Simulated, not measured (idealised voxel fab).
Process module name: voxel released beams
Each square cell in cross-section cut measures 5 nm, and the section as a whole is 230 nm wide.
If you're reading a cross-section in this doc, picture square cells in a grid; it comes to you as bands, top ones listed first down to the bottom, and a band can be one or more rows of cells. The band entry comprises the height of the band's top followed by the height of its bottom, expressed in nm, and subsequently the band's materials from left to right, each stated together with its width in nm. Where a single material is marked with the word "everywhere", that material fills the band from edge to edge. The word "empty" represents empty space. Heads up on the height convention: 0 is the point under which the incoming wafer is all one material, and the lowest band has no bottom, it just keeps going down, like "0 -> down". The two numbers in a width such as "30..40" mark its ends across the band: the first belongs to the top row of cells, the second to the bottom row, and from each row to the next the width moves by the same amount. Any step labelled "no modifications" changed none of the cells in the cross-section. Listed in "closed voids": every empty space of 8 or more cells without an open way to the top. Form: width x height at distance, the distance being from the left edge, all in nm. That trailing text on a step's line, after the settings, is the simulator's own remark on the step. overlay nm: step with mask; distance mask lay right of planned place; negative value = left of planned place.

Process steps (planned):
step 1: RECEIVE (material Si)
step 2: CONFORMAL_DEP (material SiN; thk nm 5)
step 3: DIRECTIONAL_DEP (material SiO2; thk nm 10)
step 4: PATTERN (tone open; mask id ANCHOR; material resist; width nm 25; thk nm 20; overlay nm 0)
step 5: DIRECTIONAL_ETCH (etch materials SiO2; depth nm 10)
step 6: STRIP (etch materials resist)
step 7: CONFORMAL_DEP (material polySi; thk nm 10)
step 8: DIRECTIONAL_DEP (material aC; thk nm 10)
step 9: PATTERN (tone cover; mask id BEAM; material resist; width nm 95; thk nm 30; overlay nm 0)
step 10: DIRECTIONAL_ETCH (etch materials aC; depth nm 10)
step 11: STRIP (etch materials resist)
step 12: DIRECTIONAL_ETCH (etch materials polySi; depth nm 10)
step 13: STRIP (etch materials aC)
step 14: STRIP (etch materials SiO2)

The first of the two wafers, which ran as planned:

Cross-section of the wafer as it came to us, i.e., already through step 1:
- 0 -> down: Si everywhere
- closed voids: none

State of the wafer after step 2, shown in cross-section:
- 5 -> 0: SiN everywhere
- Lower than 0, everything is as it was.

State of the wafer after step 3, shown in cross-section:
- 15 -> 5: SiO2 everywhere
- Lower than 5, everything is as it was.

State of the wafer after step 4, shown in cross-section:
- 35 -> 15: resist 70 nm, then empty 25 nm, then resist 135 nm
- Lower than 15, everything is as it was.

State of the wafer after step 5, shown in cross-section:
- 35 -> 15: resist 70 nm, then empty 25 nm, then resist 135 nm
- 15 -> 5: SiO2 70 nm, then empty 25 nm, then SiO2 135 nm
- Lower than 5, everything is as it was.

State of the wafer after step 6, shown in cross-section:
- 15 -> 5: SiO2 70 nm, then empty 25 nm, then SiO2 135 nm
- Lower than 5, everything is as it was.

State of the wafer after step 7, shown in cross-section:
- 25 -> 15: polySi 80 nm, then empty 5 nm, then polySi 145 nm
- 15 -> 5: SiO2 70 nm, then polySi 25 nm, then SiO2 135 nm
- Lower than 5, everything is as it was.

State of the wafer after step 8, shown in cross-section:
- 35 -> 25: aC 80 nm, then empty 5 nm, then aC 145 nm
- 25 -> 15: polySi 80 nm, then aC 5 nm, then polySi 145 nm
- Lower than 15, everything is as it was.

State of the wafer after step 9, shown in cross-section:
- 65 -> 35: empty 65 nm, then resist 95 nm, then empty 70 nm
- 35 -> 25: aC 80 nm, then resist 5 nm, then aC 145 nm
- Lower than 25, everything is as it was.

State of the wafer after step 10, shown in cross-section:
- 55 -> 35: empty 65 nm, then resist 95 nm, then empty 70 nm
- 35 -> 25: empty 65 nm, then aC 15 nm, then resist 5 nm, then aC 75 nm, then empty 70 nm
- Lower than 25, everything is as it was.

State of the wafer after step 11, shown in cross-section:
- 35 -> 25: empty 65 nm, then aC 15 nm, then empty 5 nm, then aC 75 nm, then empty 70 nm
- Lower than 25, everything is as it was.

State of the wafer after step 12, shown in cross-section:
- 35 -> 25: empty 65 nm, then aC 15 nm, then empty 5 nm, then aC 75 nm, then empty 70 nm
- 25 -> 15: empty 65 nm, then polySi 15 nm, then aC 5 nm, then polySi 75 nm, then empty 70 nm
- Lower than 15, everything is as it was.

State of the wafer after step 13, shown in cross-section:
- 25 -> 15: empty 65 nm, then polySi 15 nm, then empty 5 nm, then polySi 75 nm, then empty 70 nm
- Lower than 15, everything is as it was.

State of the wafer after step 14, shown in cross-section:
- 25 -> 15: empty 65 nm, then polySi 15 nm, then empty 5 nm, then polySi 75 nm, then empty 70 nm
- 15 -> 5: empty 70 nm, then polySi 25 nm, then empty 135 nm
- Lower than 5, everything is as it was.

Second wafer - shared start and plan with the first - one error in running - same as the first up to step 9 inclusive:

Second wafer at the planned finish of step 10, seen in cross-section:
- 45 -> 35: empty 65 nm, then resist 95 nm, then empty 70 nm
- 35 -> 25: empty 65 nm, then aC 15 nm, then resist 5 nm, then aC 75 nm, then empty 70 nm
- Lower than 25, everything is as it was.

Second wafer at the planned finish of step 11, seen in cross-section:
- 35 -> 25: empty 65 nm, then aC 15 nm, then empty 5 nm, then aC 75 nm, then empty 70 nm
- Lower than 25, everything is as it was.

Second wafer at the planned finish of step 12, seen in cross-section:
- 35 -> 25: empty 65 nm, then aC 15 nm, then empty 5 nm, then aC 75 nm, then empty 70 nm
- 25 -> 15: empty 65 nm, then polySi 15 nm, then aC 5 nm, then polySi 75 nm, then empty 70 nm
- Lower than 15, everything is as it was.

Second wafer at the planned finish of step 13, seen in cross-section:
- 25 -> 15: empty 65 nm, then polySi 15 nm, then empty 5 nm, then polySi 75 nm, then empty 70 nm
- Lower than 15, everything is as it was.

Second wafer at the planned finish of step 14, seen in cross-section:
- 25 -> 15: empty 65 nm, then polySi 15 nm, then empty 5 nm, then polySi 75 nm, then empty 70 nm
- 15 -> 5: empty 70 nm, then polySi 25 nm, then empty 135 nm
- Lower than 5, everything is as it was.
What was the processing mistake? step 10 in the plan was executed twice
Honestly, by the end the two wafers have the same cross-section, so the mistake just doesn't show up in what this model computes.
